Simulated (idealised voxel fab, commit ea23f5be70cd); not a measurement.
Proc. module: voxel capacitor over wiring
Cross-section cut: width 220 nm, square cells of 5 nm.
This document writes a cross-section as a grid whose cells are square, and gives it as bands, listed from the top down; one or more rows of cells form a band. Band: top and bottom heights (nm) first, top before bottom; then materials from left to right, widths in nm. "all across" marks a sole material filling the band edge to edge. "blank" denotes empty space. Height reference: 0 = level under which incoming wafer is all one material. Lowest band: no bottom, runs on downward, e.g. "from 0 down". The expression "30 to 40" gives the width at the extremes of the band, the first number at its top row of cells and the second at its bottom row, with the width changing by equal amounts from each row to the next in between. "remains unaltered" -> step changed no cross-section cell. Voids not open to the top, 8 cells minimum: see "Sealed void list". Written width x height at distance; distance is from the left edge; nm. It should be noted that, on the line of a given step, the content following the step's settings is a remark produced by the simulator itself with respect to that step. overlay nm: step with mask; distance mask lay right of planned place; negative value = left of planned place.

# The process steps that were planned are listed below
1 RECEIVE [material Si]
2 CONFORMAL_DEP [material SiO2] [thk nm 10]
3 CONFORMAL_DEP [material SiN] [thk nm 5]
4 DIRECTIONAL_DEP [material lowk] [thk nm 15]
5 PATTERN [tone open] [mask id METAL_1] [material resist] [width nm 20] [pitch nm 70] [thk nm 15] [overlay nm 0]
6 DIRECTIONAL_ETCH [etch materials lowk] [depth nm 15]
7 DIRECTIONAL_ETCH [etch materials SiN] [depth nm 5]
8 STRIP [etch materials resist]
9 CONFORMAL_DEP [material TiN] [thk nm 5]
10 FILL_DEP [material Cu] [thk nm 10]
11 CMP [height nm 30]
12 CONFORMAL_DEP [material SiCN] [thk nm 5]
13 DIRECTIONAL_DEP [material lowk] [thk nm 20]
14 DIRECTIONAL_DEP [material aC] [thk nm 10]
15 PATTERN [tone open] [mask id PLUG_1] [material resist] [width nm 15] [thk nm 30] [overlay nm 0]
16 DIRECTIONAL_ETCH [etch materials aC] [depth nm 10]
17 STRIP [etch materials resist]
18 DIRECTIONAL_ETCH [etch materials lowk] [depth nm 20]
19 DIRECTIONAL_ETCH [etch materials SiCN] [depth nm 5]
20 STRIP [etch materials aC]
21 EPI [material Ru] [thk nm 10]
22 EPI [material Ru] [thk nm 10]
23 EPI [material Ru] [thk nm 5]
24 DIRECTIONAL_DEP [material TiN] [thk nm 10]
25 DIRECTIONAL_DEP [material SiN] [thk nm 5]
26 DIRECTIONAL_DEP [material TiN] [thk nm 10]
27 PATTERN [tone cover] [mask id UPPER_PLATE] [material resist] [width nm 55] [thk nm 15] [overlay nm 0]
28 DIRECTIONAL_ETCH [etch materials TiN] [depth nm 10]
29 DIRECTIONAL_ETCH [etch materials SiN] [depth nm 5]
30 STRIP [etch materials resist]
31 MASKED_ETCH [tone cover] [mask id LOWER_PLATE] [width nm 65] [etch materials TiN] [depth nm 10] [overlay nm 0]
32 FILL_DEP [material SiO2] [thk nm 15]
33 CMP [height nm 90]
34 DIRECTIONAL_DEP [material aC] [thk nm 15]
35 PATTERN [tone open] [mask id PLUG_2] [material resist] [width nm 15] [thk nm 30] [overlay nm 0]
36 DIRECTIONAL_ETCH [etch materials aC] [depth nm 15]
37 STRIP [etch materials resist]
38 DIRECTIONAL_ETCH [etch materials SiO2] [depth nm 10]
39 STRIP [etch materials aC]
40 CONFORMAL_DEP [material TiN] [thk nm 5]
41 FILL_DEP [material Cu] [thk nm 5]
42 CMP [height nm 90]
43 CONFORMAL_DEP [material SiCN] [thk nm 5]

# As-received wafer cross-section (after step 1)
	from 0 down | Si all across
	Sealed void list: none

# The following cross-section depicts the wafer upon conclusion of the module. Processing commenced from the starting condition illustrated above and adhered to the plan illustrated above, save for one mistake in execution
	from 95 to 90 | SiCN all across
	from 90 to 85 | SiO2=80 / TiN=5 / Cu=5 / TiN=5 / SiO2=125
	from 85 to 80 | SiO2=80 / TiN=15 / SiO2=125
	from 80 to 70 | SiO2=70 / TiN=55 / SiO2=95
	from 70 to 65 | SiO2=70 / SiN=55 / SiO2=95
	from 65 to 55 | SiO2=65 / TiN=65 / SiO2=90
	from 55 to 35 | lowk=70 / Ru=15 / lowk=135
	from 35 to 30 | SiCN=70 / Ru=15 / SiCN=135
	from 30 to 20 | lowk=65 / TiN=5 / Cu=10 / TiN=5 / lowk=50 / TiN=5 / Cu=10 / TiN=5 / lowk=65
	from 20 to 15 | lowk=65 / TiN=20 / lowk=50 / TiN=20 / lowk=65
	from 15 to 10 | Cu all across
	from 10 to 0 | SiO2 all across
	from 0 down | Si all across
	Sealed void list: none
What went wrong in running the wafer? step 3 ran with different settings than intended, the actual operation and settings being CONFORMAL_DEP [material Cu] [thk nm 5]
